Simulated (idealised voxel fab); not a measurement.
voxel lift off: a process module
We display cut, a cross-section 155 nm in width whose square cells are each 5 nm.
This document writes a cross-section as a grid whose cells are square, and gives it as bands, listed from the top down; one or more rows of cells form a band. Band entry format. Leading values: height of top, height of bottom, nm. Remainder: materials in left-to-right order, each with its width in nm. Special words: "throughout" on a single material, which then fills the band edge to edge; "air", empty space. Where do heights start? At 0: under that level the wafer as delivered is made of one material only. And the lowest band has no floor; it just carries on downward, as in "from 0 down". Think of "30..40" as a width that walks from the first number to the second as you go down the band, top row to bottom row, taking equal-sized steps from row to row. A step reported as "identical to before" is a step in which no cell of the cross-section changed. Empty spaces without an open route to the top, at least 8 cells in extent, make up the entry "Closed void inventory"; each is given as width x height at distance, where the distance is measured from the left edge, and all are in nm. Formally, on a step line, whatever follows the settings is a remark that the simulator itself makes on the step. The setting "overlay nm" may be written on the line of a step. When the step uses a mask, the value reports how far to the right of the planned place the mask lay, and a negative value reports that it lay to the left.

These are the steps we planned for the process
1. RECEIVE with material Si
2. CONFORMAL_DEP with material SiN, thk nm 10
3. PATTERN with tone open, mask id LINES, material resist, width nm 15, pitch nm 35, thk nm 25, overlay nm 0
4. DIRECTIONAL_DEP with material Ru, thk nm 15
5. STRIP with etch materials resist
6. CONFORMAL_DEP with material SiCN, thk nm 10

Incoming wafer in cross-section (state: after step 1)
  from 0 down  Si throughout
  Closed void inventory: none

Module complete - cross-section of the first of two wafers, run according to plan
  from 35 to 25  air 5 nm, then SiCN 140 nm, then air 10 nm
  from 25 to 20  air 5 nm, then SiCN 10 nm, then Ru 15 nm, then SiCN 20 nm, then Ru 15 nm, then SiCN 20 nm, then Ru 15 nm, then SiCN 20 nm, then Ru 15 nm, then SiCN 10 nm, then air 10 nm
  from 20 to 10  SiCN 15 nm, then Ru 15 nm, then SiCN 20 nm, then Ru 15 nm, then SiCN 20 nm, then Ru 15 nm, then SiCN 20 nm, then Ru 15 nm, then SiCN 20 nm
  from 10 to 0  SiN throughout
  from 0 down  Si throughout
  Closed void inventory: none

second wafer at the end: like start, like plan, one mistake
  from 25 to 15  air 5 nm, then SiCN 140 nm, then air 10 nm
  from 15 to 10  air 5 nm, then SiCN 10 nm, then Ru 15 nm, then SiCN 20 nm, then Ru 15 nm, then SiCN 20 nm, then Ru 15 nm, then SiCN 20 nm, then Ru 15 nm, then SiCN 10 nm, then air 10 nm
  from 10 to 0  SiCN 15 nm, then Ru 15 nm, then SiCN 20 nm, then Ru 15 nm, then SiCN 20 nm, then Ru 15 nm, then SiCN 20 nm, then Ru 15 nm, then SiCN 20 nm
  from 0 down  Si throughout
  Closed void inventory: none
Here's what went sideways: yeah, step 2 of the plan got skipped, never ran
Once processing is complete, comparing cell counts shows that the second wafer has more or fewer of certain materials than the first: SiN: 62 fewer
